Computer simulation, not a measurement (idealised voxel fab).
Proc. module: voxel gate over fins
FYI the section here is cut, 235 nm wide, cells are 5 nm squares.
For the purposes of this document, a cross-section shall be understood as a grid of square cells, specified as bands listed in top-to-bottom order, each band consisting of one or more rows of cells.
In this notation a band is specified by the heights of its top and bottom, in that order and in nm, after which its materials appear from left to right, each paired with its width in nm. The word "everywhere" attached to a single material means that material fills the band from edge to edge; the word "empty" stands for empty space.
Height datum 0, below which the as-received substrate wafer is one material. Lowest band open at the bottom, running downward: "0..down".
When a width is written as two numbers, as in "30->40", the first number is the width in the top row of cells of the band and the second is the width in its bottom row, and the width changes by the same amount from each row to the next.
When a step is marked "remained unchanged", none of the cells in the cross-section changed during that step.
"Closed void inventory" specifies each empty space that is not open to the top and that occupies no fewer than 8 cells, using the form width x height at distance, the distance measured from the left edge and all three quantities in nm.
after a step's settings: what the simulator itself notes on the step
"overlay nm" on a masked step: distance the mask lay right of its planned place, negative for left.
Below you will find pairs of cross-sections. In each, one shows the wafer before one process step and the other after it, with the after view ending at the lowest band that changed. Under each pair is the step separating them, along with its settings. Do not assume the pairs form a chain: they can come from different runs of this module on the same starting wafer, and a pair continues from the pair above it only when its "Prior to step" entry says so.
PRIOR TO STEP
- 25..15  Ru everywhere
- 15..10  Ru 50  TiN 50  Ru 5  TiN 25  Ru 30  TiN 25  Ru 50
- 10..0  Ru 50  TiN 5  SiN 15  TiN 10  SiO2 15  TiN 5  Ru 5  TiN 5  SiN 15  TiN 5  Ru 30  TiN 5  SiN 15  TiN 5  Ru 50
- 0..-30  Ru 50  TiN 5  SiO2 5  Si 5  SiO2 5  TiN 10  SiO2 15  TiN 5  Ru 5  TiN 5  SiO2 5  Si 5  SiO2 5  TiN 5  Ru 30  TiN 5  SiO2 5  Si 5  SiO2 5  TiN 5  Ru 50
- -30..-35  TiN 55  SiO2 5  Si 5  SiO2 5  TiN 10  SiO2 15  TiN 15  SiO2 5  Si 5  SiO2 5  TiN 40  SiO2 5  Si 5  SiO2 5  TiN 55
- -35..-45  SiO2 60  Si 5  SiO2 50  Si 5  SiO2 50  Si 5  SiO2 60
- -45..down  Si everywhere
- Closed void inventory: none
SECTIONAL VIEW, POST-PROCESS
- 10..0  Ru 50  TiN 5  SiN 15  TiN 10  SiO2 15  TiN 5  Ru 5  TiN 5  SiN 15  TiN 5  Ru 30  TiN 5  SiN 15  TiN 5  Ru 50
- Unchanged below 0.
- Closed void inventory: none
In between the cross-sections above, the run called for CMP, height nm 10
Prior to step: we pick up right where the pair above leaves off, with its after cross-section.
SECTIONAL VIEW, POST-PROCESS
- 10..0  empty 55  SiN 15  empty 10  SiO2 15  empty 15  SiN 15  empty 40  SiN 15  empty 55
- 0..-20  empty 55  SiO2 5  Si 5  SiO2 5  empty 10  SiO2 15  empty 15  SiO2 5  Si 5  SiO2 5  empty 40  SiO2 5  Si 5  SiO2 5  empty 55
- Unchanged below -20.
- Closed void inventory: none
In between the cross-sections above, the run called for SELECTIVE_ETCH, etch materials W Ru TiN, depth nm 30
Prior to step: we pick up right where the pair above leaves off, with its after cross-section.
SECTIONAL VIEW, POST-PROCESS
- 15..10  SiO2 everywhere
- 10..0  SiO2 55  SiN 15  SiO2 40  SiN 15  SiO2 40  SiN 15  SiO2 55
- 0..-20  SiO2 60  Si 5  SiO2 50  Si 5  SiO2 50  Si 5  SiO2 60
- Unchanged below -20.
- Closed void inventory: none
In between the cross-sections above, the run called for FILL_DEP, material SiO2, thk nm 5
Prior to step: we pick up right where the pair above leaves off, with its after cross-section.
SECTIONAL VIEW, POST-PROCESS
- 10..0  SiO2 55  SiN 15  SiO2 40  SiN 15  SiO2 40  SiN 15  SiO2 55
- Unchanged below 0.
- Closed void inventory: none
In between the cross-sections above, the run called for CMP, height nm 10
Prior to step: we pick up right where the pair above leaves off, with its after cross-section.
SECTIONAL VIEW, POST-PROCESS
- 10..0  empty 55  SiN 15  empty 40  SiN 15  empty 40  SiN 15  empty 55
- 0..-15  empty 60  Si 5  empty 50  Si 5  empty 50  Si 5  empty 60
- Unchanged below -15.
- Closed void inventory: none
In between the cross-sections above, the run called for SELECTIVE_ETCH, etch materials SiO2, depth nm 25
Prior to step: we pick up right where the pair above leaves off, with its after cross-section.
SECTIONAL VIEW, POST-PROCESS
- 0..-15  empty 60  Si 5  empty 50  Si 5  empty 50  Si 5  empty 60
- Unchanged below -15.
- Closed void inventory: none
In between the cross-sections above, the run called for STRIP, etch materials SiN
Prior to step: we pick up right where the pair above leaves off, with its after cross-section.
SECTIONAL VIEW, POST-PROCESS
- 5..0  empty 55  HfO2 15  empty 40  HfO2 15  empty 40  HfO2 15  empty 55
- 0..-10  empty 55  HfO2 5  Si 5  HfO2 5  empty 40  HfO2 5  Si 5  HfO2 5  empty 40  HfO2 5  Si 5  HfO2 5  empty 55
- -10..-15  HfO2 60  Si 5  HfO2 50  Si 5  HfO2 50  Si 5  HfO2 60
- Unchanged below -15.
- Closed void inventory: none
In between the cross-sections above, the run called for CONFORMAL_DEP, material HfO2, thk nm 5
Prior to step: we pick up right where the pair above leaves off, with its after cross-section.
SECTIONAL VIEW, POST-PROCESS
- 10..5  empty 50  TiN 25  empty 30  TiN 25  empty 30  TiN 25  empty 50
- 5..0  empty 50  TiN 5  HfO2 15  TiN 5  empty 30  TiN 5  HfO2 15  TiN 5  empty 30  TiN 5  HfO2 15  TiN 5  empty 50
- 0..-5  empty 50  TiN 5  HfO2 5  Si 5  HfO2 5  TiN 5  empty 30  TiN 5  HfO2 5  Si 5  HfO2 5  TiN 5  empty 30  TiN 5  HfO2 5  Si 5  HfO2 5  TiN 5  empty 50
- -5..-10  TiN 55  HfO2 5  Si 5  HfO2 5  TiN 40  HfO2 5  Si 5  HfO2 5  TiN 40  HfO2 5  Si 5  HfO2 5  TiN 55
- Unchanged below -10.
- Closed void inventory: none
In between the cross-sections above, the run called for CONFORMAL_DEP, material TiN, thk nm 5
Prior to step: we pick up right where the pair above leaves off, with its after cross-section.
SECTIONAL VIEW, POST-PROCESS
- 20..10  W everywhere
- 10..5  W 50  TiN 25  W 30  TiN 25  W 30  TiN 25  W 50
- 5..0  W 50  TiN 5  HfO2 15  TiN 5  W 30  TiN 5  HfO2 15  TiN 5  W 30  TiN 5  HfO2 15  TiN 5  W 50
- 0..-5  W 50  TiN 5  HfO2 5  Si 5  HfO2 5  TiN 5  W 30  TiN 5  HfO2 5  Si 5  HfO2 5  TiN 5  W 30  TiN 5  HfO2 5  Si 5  HfO2 5  TiN 5  W 50
- Unchanged below -5.
- Closed void inventory: none
In between the cross-sections above, the run called for FILL_DEP, material W, thk nm 10
Prior to step: we pick up right where the pair above leaves off, with its after cross-section.
SECTIONAL VIEW, POST-PROCESS
- 15..10  W everywhere
- Unchanged below 10.
- Closed void inventory: none
In between the cross-sections above, the run called for CMP, height nm 15
Prior to step: we pick up right where the pair above leaves off, with its after cross-section.
SECTIONAL VIEW, POST-PROCESS
- 25..15  SiN everywhere
- Unchanged below 15.
- Closed void inventory: none
In between the cross-sections above, the run called for CONFORMAL_DEP, material SiN, thk nm 10
